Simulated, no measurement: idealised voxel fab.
The document below concerns the process module designated voxel plated lines.
It is cross-section cut that appears here, measuring 295 nm in width, its square cells being 5 nm in size.
A cross-section in this document is a grid of square cells, and it is written down as bands, the top band listed before the ones below it; a band is made up of one or more rows of cells.
A band entry consists of two parts. The first gives the height of the band's top and the height of its bottom, in nm. The rest lists the band's materials from left to right, each with its width in nm. A single material labelled with the word "throughout" fills the band from edge to edge, and the word "blank" marks empty space.
Height datum 0, below which the as-received substrate wafer is one material. Lowest band open at the bottom, running downward: "0..down".
Per-row width for "30->40": begins at first number (top row of band), ends at second number (bottom row), increment between rows held constant.
The designation "nothing got changed", where it is given for a processing step, indicates that no cell of the cross-section was altered in the course of that step.
"Fully enclosed voids" contains a list of empty spaces, each no smaller than 8 cells and without an open way to the top, written in the form width x height at distance with the distance from the left edge and all three in nm.
On a step's line, text after the settings is the simulator commenting on that step.
The setting "overlay nm" may be written on the line of a step. When the step uses a mask, the value reports how far to the right of the planned place the mask lay, and a negative value reports that it lay to the left.
# These are the steps we planned for the process
step 1: RECEIVE, material Si
step 2: CONFORMAL_DEP, material Al2O3, thk nm 15
step 3: DIRECTIONAL_DEP, material TiN, thk nm 5
step 4: PATTERN, tone open, mask id LINES, material resist, width nm 30, pitch nm 55, thk nm 20, overlay nm 0
step 5: EPI, material Ru, thk nm 5
step 6: STRIP, etch materials resist
step 7: DIRECTIONAL_ETCH, etch materials TiN, depth nm 5
step 8: CONFORMAL_DEP, material SiN, thk nm 10
# This is the cross-section of the wafer as we received it, i.e. after step 1
- 0..down = Si throughout
- Fully enclosed voids: none
# Cross-section, end of module. Start: as above. Plan: as above. Execution: one mistake
- 50..40 = 95 of blank, 50 of SiN, 5 of blank, 50 of SiN, 95 of blank
- 40..35 = 105 of SiN, 30 of Ru, 25 of SiN, 30 of Ru, 105 of SiN
- 35..30 = 105 of SiN, 30 of TiN, 25 of SiN, 30 of TiN, 105 of SiN
- 30..0 = Al2O3 throughout
- 0..down = Si throughout
- Fully enclosed voids: none
Plan not followed: step 2 from the plan got run twice
